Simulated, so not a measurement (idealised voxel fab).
The process module that follows is named voxel capacitor over wiring.
Xsec cut, 210 nm wide, square cell size 5 nm.
For the purposes of this document, a cross-section shall be understood as a grid of square cells, specified as bands listed in top-to-bottom order, each band consisting of one or more rows of cells.
Heads up on the band format: heights come first, top then bottom, in nm. After that it's the materials left to right, each with its width in nm. A single material flagged "all across" fills the whole band edge to edge, and "empty" means there's empty space there.
Note: height 0 marks the level under which the wafer is uniformly one material as received. Lowest band unbounded below, written "0 down".
Note: "30->40" means the width goes from the first number (top row of the band) to the second number (bottom row) in equal steps per row of cells.
You'll sometimes find "nothing got changed" written for a step, and that's the way of saying that nowhere in the cross-section did a cell change during that step.
Voids not open to the top, 8 cells minimum: see "Trapped cavities". Written width x height at distance; distance is from the left edge; nm.
Text after the settings on a step's line: the simulator's own remark on that step.
overlay nm: on a step with a mask, how far right of its planned place the mask lay; negative means left.
**Process steps - plan**
1) RECEIVE (material Si)
2) CONFORMAL_DEP (material SiO2; thk nm 15)
3) DIRECTIONAL_DEP (material TiN; thk nm 5)
4) DIRECTIONAL_DEP (material W; thk nm 25)
5) MASKED_ETCH (tone cover; mask id METAL_1; width nm 20; pitch nm 80; etch materials W; depth nm 25; overlay nm 0)
6) MASKED_ETCH (tone cover; mask id METAL_1; width nm 20; pitch nm 80; etch materials TiN; depth nm 5; overlay nm 0)
7) CONFORMAL_DEP (material SiN; thk nm 5)
8) FILL_DEP (material lowk; thk nm 5)
9) CMP (height nm 45)
10) CONFORMAL_DEP (material SiCN; thk nm 5)
11) DIRECTIONAL_DEP (material SiO2; thk nm 10)
12) MASKED_ETCH (tone open; mask id PLUG_1; width nm 15; etch materials SiO2; depth nm 10; overlay nm 0)
13) MASKED_ETCH (tone open; mask id PLUG_1; width nm 15; etch materials SiCN; depth nm 5; overlay nm 0)
14) CONFORMAL_DEP (material TiN; thk nm 5)
15) FILL_DEP (material Cu; thk nm 5)
16) CMP (height nm 60)
17) DIRECTIONAL_DEP (material TiN; thk nm 5)
18) DIRECTIONAL_DEP (material Al2O3; thk nm 5)
19) DIRECTIONAL_DEP (material TiN; thk nm 10)
20) DIRECTIONAL_DEP (material aC; thk nm 10)
21) PATTERN (tone cover; mask id UPPER_PLATE; material resist; width nm 65; thk nm 25; overlay nm 0)
22) DIRECTIONAL_ETCH (etch materials aC; depth nm 10)
23) STRIP (etch materials resist)
24) DIRECTIONAL_ETCH (etch materials TiN; depth nm 10)
25) DIRECTIONAL_ETCH (etch materials Al2O3; depth nm 5)
26) STRIP (etch materials aC)
27) DIRECTIONAL_DEP (material aC; thk nm 10)
28) PATTERN (tone cover; mask id LOWER_PLATE; material resist; width nm 75; thk nm 30; overlay nm 0)
29) DIRECTIONAL_ETCH (etch materials aC; depth nm 10)
30) STRIP (etch materials resist)
31) DIRECTIONAL_ETCH (etch materials TiN; depth nm 5)
32) STRIP (etch materials aC)
33) FILL_DEP (material SiO2; thk nm 20)
34) CMP (height nm 95)
35) MASKED_ETCH (tone open; mask id PLUG_2; width nm 15; etch materials SiO2; depth nm 15; overlay nm 0)
36) CONFORMAL_DEP (material TiN; thk nm 5)
37) FILL_DEP (material Ru; thk nm 5)
38) CMP (height nm 95)
39) CONFORMAL_DEP (material SiCN; thk nm 5)
**This is the cross-section of the wafer as we received it, i.e. after step 1**
* 0 down  Si all across
* Trapped cavities: none
**End-of-module cross-section. Starting structure and process plan as above; one mistake made in running it**
* 100 to 95  SiCN all across
* 95 to 85  SiO2 70, TiN 5, Ru 5, TiN 5, SiO2 125
* 85 to 80  SiO2 70, TiN 15, SiO2 125
* 80 to 75  SiO2 all across
* 75 to 65  SiO2 60, TiN 65, SiO2 85
* 65 to 60  SiO2 55, TiN 75, SiO2 80
* 60 to 50  SiO2 60, TiN 5, Cu 5, TiN 5, SiO2 135
* 50 to 45  SiCN 60, TiN 15, SiCN 135
* 45 to 20  lowk 50, SiN 5, W 20, SiN 5, lowk 50, SiN 5, W 20, SiN 5, lowk 50
* 20 to 15  SiN 55, TiN 20, SiN 60, TiN 20, SiN 55
* 15 to 0  SiO2 all across
* 0 down  Si all across
* Trapped cavities: none
Plan not followed: the run left out plan step 18 entirely, so it was never executed
